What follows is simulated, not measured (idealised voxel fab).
Process module under the name voxel released beams
FYI the section here is cut, 160 nm wide, cells are 5 nm squares.
When this document writes out a cross-section, it uses a grid of square cells and lists it as bands, beginning at the top and moving down, with a band standing for one or more rows of cells.
Basically the band line says how high the top is and how high the bottom is, in nm, and then what's in it from left to right, every material with its width in nm. Empty space shows up as "air", and if a single material carries "all across" it runs the full band edge to edge.
Basically, 0 is our baseline, since under it the wafer straight out of the box is all one material. The bottom band has no lower end and keeps on going down, so it looks like "0 down".
Quick explanation for "30->40": the width changes in equal steps down the rows of cells, from the first number in the band's top row to the second number in its bottom row.
A step reported as "left unchanged" is a step in which no cell of the cross-section changed.
"Closed voids list" means: voids of 8 cells or more that are shut off from the top with no open way through. Written width x height at distance, distance from the left edge, in nm.
If you see something after the settings on a step's line, that's the simulator's own remark about that step.
When a step includes a mask, the "overlay nm" setting on its line states how far to the right of its planned place that mask lay, and negative values state how far to the left.

So here's the lineup of process steps we planned
step 1: RECEIVE with material Si
step 2: CONFORMAL_DEP with material Al2O3, thk nm 10
step 3: DIRECTIONAL_DEP with material SiO2, thk nm 20
step 4: DIRECTIONAL_DEP with material aC, thk nm 15
step 5: PATTERN with tone open, mask id ANCHOR, material resist, width nm 25, thk nm 30, overlay nm 0
step 6: DIRECTIONAL_ETCH with etch materials aC, depth nm 15
step 7: STRIP with etch materials resist
step 8: DIRECTIONAL_ETCH with etch materials SiO2, depth nm 20
step 9: STRIP with etch materials aC
step 10: CONFORMAL_DEP with material W, thk nm 10
step 11: PATTERN with tone cover, mask id BEAM, material resist, width nm 80, thk nm 20, overlay nm 0
step 12: DIRECTIONAL_ETCH with etch materials W, depth nm 10
step 13: STRIP with etch materials resist
step 14: STRIP with etch materials SiO2

First wafer of two (run as planned)

Step 1 complete: cross-section of the wafer as received
	0 down: Si all across
	Closed voids list: none

Wafer xsec, post step 2
	10 to 0: Al2O3 all across
	Heights below 0 show no change.

Wafer xsec, post step 3
	30 to 10: SiO2 all across
	Heights below 10 show no change.

Wafer xsec, post step 4
	45 to 30: aC all across
	Heights below 30 show no change.

Wafer xsec, post step 5
	75 to 45: 40 of resist, then 25 of air, then 95 of resist
	Heights below 45 show no change.

Wafer xsec, post step 6
	60 to 45: 40 of resist, then 25 of air, then 95 of resist
	45 to 30: 40 of aC, then 25 of air, then 95 of aC
	Heights below 30 show no change.

Wafer xsec, post step 7
	45 to 30: 40 of aC, then 25 of air, then 95 of aC
	Heights below 30 show no change.

Wafer xsec, post step 8
	45 to 30: 40 of aC, then 25 of air, then 95 of aC
	30 to 10: 40 of SiO2, then 25 of air, then 95 of SiO2
	Heights below 10 show no change.

Wafer xsec, post step 9
	30 to 10: 40 of SiO2, then 25 of air, then 95 of SiO2
	Heights below 10 show no change.

Wafer xsec, post step 10
	40 to 30: 50 of W, then 5 of air, then 105 of W
	30 to 20: 40 of SiO2, then 10 of W, then 5 of air, then 10 of W, then 95 of SiO2
	20 to 10: 40 of SiO2, then 25 of W, then 95 of SiO2
	Heights below 10 show no change.

Wafer xsec, post step 11
	60 to 40: 35 of air, then 80 of resist, then 45 of air
	40 to 30: 50 of W, then 5 of resist, then 105 of W
	30 to 20: 40 of SiO2, then 10 of W, then 5 of resist, then 10 of W, then 95 of SiO2
	Heights below 20 show no change.

Wafer xsec, post step 12
	60 to 40: 35 of air, then 80 of resist, then 45 of air
	40 to 30: 35 of air, then 15 of W, then 5 of resist, then 60 of W, then 45 of air
	Heights below 30 show no change.

Wafer xsec, post step 13
	40 to 30: 35 of air, then 15 of W, then 5 of air, then 60 of W, then 45 of air
	30 to 20: 40 of SiO2, then 10 of W, then 5 of air, then 10 of W, then 95 of SiO2
	Heights below 20 show no change.

Wafer xsec, post step 14
	40 to 30: 35 of air, then 15 of W, then 5 of air, then 60 of W, then 45 of air
	30 to 20: 40 of air, then 10 of W, then 5 of air, then 10 of W, then 95 of air
	20 to 10: 40 of air, then 25 of W, then 95 of air
	Heights below 10 show no change.

Wafer two: like wafer one in start and plan, but with one mistake in execution; identical up to and including step 2

The second wafer in cross-section, at the planned close of step 3
	30 to 0: Al2O3 all across
	Heights below 0 show no change.

The second wafer in cross-section, at the planned close of step 4
	45 to 30: aC all across
	Heights below 30 show no change.

The second wafer in cross-section, at the planned close of step 5
	75 to 45: 40 of resist, then 25 of air, then 95 of resist
	Heights below 45 show no change.

The second wafer in cross-section, at the planned close of step 6
	60 to 45: 40 of resist, then 25 of air, then 95 of resist
	45 to 30: 40 of aC, then 25 of air, then 95 of aC
	Heights below 30 show no change.

The second wafer in cross-section, at the planned close of step 7
	45 to 30: 40 of aC, then 25 of air, then 95 of aC
	Heights below 30 show no change.

The second wafer in cross-section, at the planned close of step 8: left unchanged

The second wafer in cross-section, at the planned close of step 9
	30 to 0: Al2O3 all across
	Heights below 0 show no change.

The second wafer in cross-section, at the planned close of step 10
	40 to 30: W all across
	Heights below 30 show no change.

The second wafer in cross-section, at the planned close of step 11
	60 to 40: 35 of air, then 80 of resist, then 45 of air
	Heights below 40 show no change.

The second wafer in cross-section, at the planned close of step 12
	60 to 40: 35 of air, then 80 of resist, then 45 of air
	40 to 30: 35 of air, then 80 of W, then 45 of air
	Heights below 30 show no change.

The second wafer in cross-section, at the planned close of step 13
	40 to 30: 35 of air, then 80 of W, then 45 of air
	Heights below 30 show no change.

The second wafer in cross-section, at the planned close of step 14: left unchanged
Processing error: step 3 was processed under conditions differing from the plan, specifically as DIRECTIONAL_DEP with material Al2O3, thk nm 20
End of process, cell counts, second wafer against first, materials with more or fewer: 128 more of Al2O3, 16 fewer of W
